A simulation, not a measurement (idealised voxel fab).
A process module follows: voxel self aligned vias.
Cross-section cut: width 285 nm, square cells of 5 nm.
If you're reading a cross-section in this doc, picture square cells in a grid; it comes to you as bands, top ones listed first down to the bottom, and a band can be one or more rows of cells. Read a band's entry like this: the first values are the height of its top and the height of its bottom in nm, and what follows is the sequence of materials from left to right, each with its width in nm. Note that "empty" is empty space, and that a single material marked "edge to edge" reaches across the band from edge to edge. All heights in this document are referenced to 0, defined as the level beneath which the wafer, as received, consists entirely of one material. The lowest band is not bounded below; it extends indefinitely downward and is written in the form "0 and below". It should be noted that a width expressed as "30 to 40" varies in equal increments from row to row of cells within the band, taking the value of the first number at the top row and that of the second number at the bottom row. Step note "changes: none" = no cross-section cell changed. So "Closed internal cavities" is basically the list of trapped voids: any empty space of 8 cells or more that can't reach the top through an opening. They're written width x height at distance, the distance being from the left edge, and it's all nm. Whatever follows a step's settings on its line is a remark the simulator itself makes about that step. Among the settings permitted on a step's line is "overlay nm"; applied to a step with a mask, it specifies the extent to which the mask lay to the right of its planned position, whereas a negative figure signifies a position to the left.

**This section lists the process steps that were planned**
1) RECEIVE with material Si
2) CONFORMAL_DEP with material SiO2, thk nm 15
3) CONFORMAL_DEP with material SiCN, thk nm 5
4) DIRECTIONAL_DEP with material SiO2, thk nm 25
5) DIRECTIONAL_DEP with material aC, thk nm 10
6) PATTERN with tone open, mask id LINES, material resist, width nm 25, pitch nm 65, thk nm 25, overlay nm 0
7) DIRECTIONAL_ETCH with etch materials aC, depth nm 10
8) STRIP with etch materials resist
9) DIRECTIONAL_ETCH with etch materials SiO2, depth nm 25
10) STRIP with etch materials aC
11) CONFORMAL_DEP with material TiN, thk nm 5
12) FILL_DEP with material Ru, thk nm 5
13) CMP with height nm 45
14) SELECTIVE_ETCH with etch materials W Ru TiN, depth nm 10
15) FILL_DEP with material SiN, thk nm 10
16) CMP with height nm 35
17) DIRECTIONAL_DEP with material SiO2, thk nm 20
18) PATTERN with tone open, mask id VIAS, material resist, width nm 45, pitch nm 130, thk nm 15, overlay nm 0
19) DIRECTIONAL_ETCH with etch materials SiO2, depth nm 20
20) DIRECTIONAL_ETCH with etch materials SiN, depth nm 10
21) STRIP with etch materials resist
22) CONFORMAL_DEP with material TiN, thk nm 5
23) FILL_DEP with material Cu, thk nm 10
24) CMP with height nm 65
25) CONFORMAL_DEP with material SiCN, thk nm 5
Among the wafers covered here, the point of difference is the height nm at step 16; their starting state is shared, and the plan presents the value of the first wafer.

**First wafer of several, as received: cross-section after step 1**
* 0 and below: Si edge to edge
* Closed internal cavities: none

**Quick look at the cross-section of the first of several wafers after step 25, which wraps up the module**
* 70 down to 65: SiCN edge to edge
* 65 down to 60: Cu edge to edge
* 60 down to 55: TiN (60) / Cu (35) / TiN (95) / Cu (35) / TiN (60)
* 55 down to 40: SiO2 (55) / TiN (5) / Cu (35) / TiN (5) / SiO2 (85) / TiN (5) / Cu (35) / TiN (5) / SiO2 (55)
* 40 down to 35: SiO2 (55) / TiN (45) / SiO2 (85) / TiN (45) / SiO2 (55)
* 35 down to 25: SiO2 (65) / TiN (5) / Ru (15) / TiN (5) / SiO2 (40) / TiN (5) / Ru (15) / TiN (5) / SiO2 (40) / TiN (5) / Ru (15) / TiN (5) / SiO2 (65)
* 25 down to 20: SiO2 (65) / TiN (25) / SiO2 (40) / TiN (25) / SiO2 (40) / TiN (25) / SiO2 (65)
* 20 down to 15: SiCN edge to edge
* 15 down to 0: SiO2 edge to edge
* 0 and below: Si edge to edge
* Closed internal cavities: none

**The final wafer, sectioned at module end**
* 70 down to 65: SiCN edge to edge
* 65 down to 55: SiO2 (55) / TiN (5) / Cu (35) / TiN (5) / SiO2 (85) / TiN (5) / Cu (35) / TiN (5) / SiO2 (55)
* 55 down to 50: SiN (55) / TiN (5) / Cu (35) / TiN (5) / SiN (85) / TiN (5) / Cu (35) / TiN (5) / SiN (55)
* 50 down to 45: SiN (55) / TiN (45) / SiN (85) / TiN (45) / SiN (55)
* 45 down to 35: SiO2 (65) / SiN (25) / SiO2 (40) / SiN (25) / SiO2 (40) / SiN (25) / SiO2 (65)
* 35 down to 25: SiO2 (65) / TiN (5) / Ru (15) / TiN (5) / SiO2 (40) / TiN (5) / Ru (15) / TiN (5) / SiO2 (40) / TiN (5) / Ru (15) / TiN (5) / SiO2 (65)
* 25 down to 20: SiO2 (65) / TiN (25) / SiO2 (40) / TiN (25) / SiO2 (40) / TiN (25) / SiO2 (65)
* 20 down to 15: SiCN edge to edge
* 15 down to 0: SiO2 edge to edge
* 0 and below: Si edge to edge
* Closed internal cavities: none

**Take any row and you have a wafer at the end of the module: how many cells of each material it has gained (+) or lost (-) since it was received, and then its closed voids**
height nm 35 | +113 Cu | +18 Ru | +114 SiCN | +453 SiO2 | +100 TiN | Closed internal cavities: none
height nm 40 | +62 Cu | +18 Ru | +114 SiCN | +5 SiN | +495 SiO2 | +104 TiN | Closed internal cavities: none
height nm 45 | +54 Cu | +18 Ru | +114 SiCN | +10 SiN | +537 SiO2 | +65 TiN | Closed internal cavities: none
height nm 50 | +48 Cu | +18 Ru | +114 SiCN | +59 SiN | +498 SiO2 | +61 TiN | Closed internal cavities: none
height nm 55 | +42 Cu | +18 Ru | +114 SiCN | +108 SiN | +459 SiO2 | +57 TiN | Closed internal cavities: none
